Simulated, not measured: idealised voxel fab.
Process module, titled voxel trench capacitor
Cross-section cut: width 245 nm, square cells of 5 nm.
Heads up, the way a cross-section reads in here is a grid of square cells, handed over as bands from the top down, with every band being one or more rows of cells. Heads up on the band format: heights come first, top then bottom, in nm. After that it's the materials left to right, each with its width in nm. A single material flagged "full width" fills the whole band edge to edge, and "air" means there's empty space there. Beneath 0, the wafer as received is one material, and that level is where height counting begins. The lowest band goes on downward without a bottom; it is written like "0 nm and below". Width spec "30..40" -> top row of cells at first value, bottom row at second value, equal per-row change in between. "remains unaltered" -> step changed no cross-section cell. "Catalogued sealed voids" lists enclosed empty spaces (at least 8 cells, no open path upward to the top), each as width x height at distance from the left edge, in nm. after a step's settings: what the simulator itself notes on the step. Each step line may optionally specify "overlay nm", which for a step with a mask gives the rightward distance between the mask's planned place and where it lay, a negative value indicating the leftward direction.
## Process steps - plan
step 1: op RECEIVE | material Si
step 2: op CONFORMAL_DEP | material SiN | thk nm 10
step 3: op DIRECTIONAL_DEP | material aC | thk nm 10
step 4: op PATTERN | tone open | mask id TRENCH | material resist | width nm 25 | pitch nm 45 | thk nm 25 | overlay nm 0
step 5: op DIRECTIONAL_ETCH | etch materials aC | depth nm 10
step 6: op STRIP | etch materials resist
step 7: op DIRECTIONAL_ETCH | etch materials SiN | depth nm 10
step 8: op DIRECTIONAL_ETCH | etch materials Si | depth nm 35
step 9: op STRIP | etch materials aC
step 10: op CONFORMAL_DEP | material Al2O3 | thk nm 5
step 11: op CONFORMAL_DEP | material TiN | thk nm 5
step 12: op FILL_DEP | material W | thk nm 10
step 13: op CMP | height nm 0
Where the wafers of this document differ is in the height nm of step 13; they start out the same, and the plan states the value that applied to the first wafer.
## As-received state after step 1, first of several wafers, cross-section
> 0 nm and below = Si full width
> Catalogued sealed voids: none
## Here is the cross-section of the first of several wafers at the end of the module, after its last step, step 13
> 0 nm to -25 nm = 85 of Si / 5 of Al2O3 / 5 of TiN / 5 of W / 5 of TiN / 5 of Al2O3 / 20 of Si / 5 of Al2O3 / 5 of TiN / 5 of W / 5 of TiN / 5 of Al2O3 / 90 of Si
> -25 nm to -30 nm = 85 of Si / 5 of Al2O3 / 15 of TiN / 5 of Al2O3 / 20 of Si / 5 of Al2O3 / 15 of TiN / 5 of Al2O3 / 90 of Si
> -30 nm to -35 nm = 85 of Si / 25 of Al2O3 / 20 of Si / 25 of Al2O3 / 90 of Si
> -35 nm and below = Si full width
> Catalogued sealed voids: none
## Last wafer x-sec, end of module
> 25 nm to 20 nm = W full width
> 20 nm to 15 nm = 95 of TiN / 5 of W / 40 of TiN / 5 of W / 100 of TiN
> 15 nm to 10 nm = 90 of Al2O3 / 5 of TiN / 5 of W / 5 of TiN / 30 of Al2O3 / 5 of TiN / 5 of W / 5 of TiN / 95 of Al2O3
> 10 nm to 0 nm = 85 of SiN / 5 of Al2O3 / 5 of TiN / 5 of W / 5 of TiN / 5 of Al2O3 / 20 of SiN / 5 of Al2O3 / 5 of TiN / 5 of W / 5 of TiN / 5 of Al2O3 / 90 of SiN
> 0 nm to -25 nm = 85 of Si / 5 of Al2O3 / 5 of TiN / 5 of W / 5 of TiN / 5 of Al2O3 / 20 of Si / 5 of Al2O3 / 5 of TiN / 5 of W / 5 of TiN / 5 of Al2O3 / 90 of Si
> -25 nm to -30 nm = 85 of Si / 5 of Al2O3 / 15 of TiN / 5 of Al2O3 / 20 of Si / 5 of Al2O3 / 15 of TiN / 5 of Al2O3 / 90 of Si
> -30 nm to -35 nm = 85 of Si / 25 of Al2O3 / 20 of Si / 25 of Al2O3 / 90 of Si
> -35 nm and below = Si full width
> Catalogued sealed voids: none
## Gained (+) or lost (-) cells of each material since receipt, then closed voids: one row per wafer, at the end of the module
height nm 0 | +34 Al2O3 | -70 Si | +26 TiN | +10 W | Catalogued sealed voids: none
height nm 5 | +38 Al2O3 | -70 Si | +39 SiN | +30 TiN | +12 W | Catalogued sealed voids: none
height nm 10 | +42 Al2O3 | -70 Si | +78 SiN | +34 TiN | +14 W | Catalogued sealed voids: none
height nm 15 | +85 Al2O3 | -70 Si | +78 SiN | +38 TiN | +16 W | Catalogued sealed voids: none
height nm 20 | +85 Al2O3 | -70 Si | +78 SiN | +85 TiN | +18 W | Catalogued sealed voids: none
height nm 25 | +85 Al2O3 | -70 Si | +78 SiN | +85 TiN | +67 W | Catalogued sealed voids: none
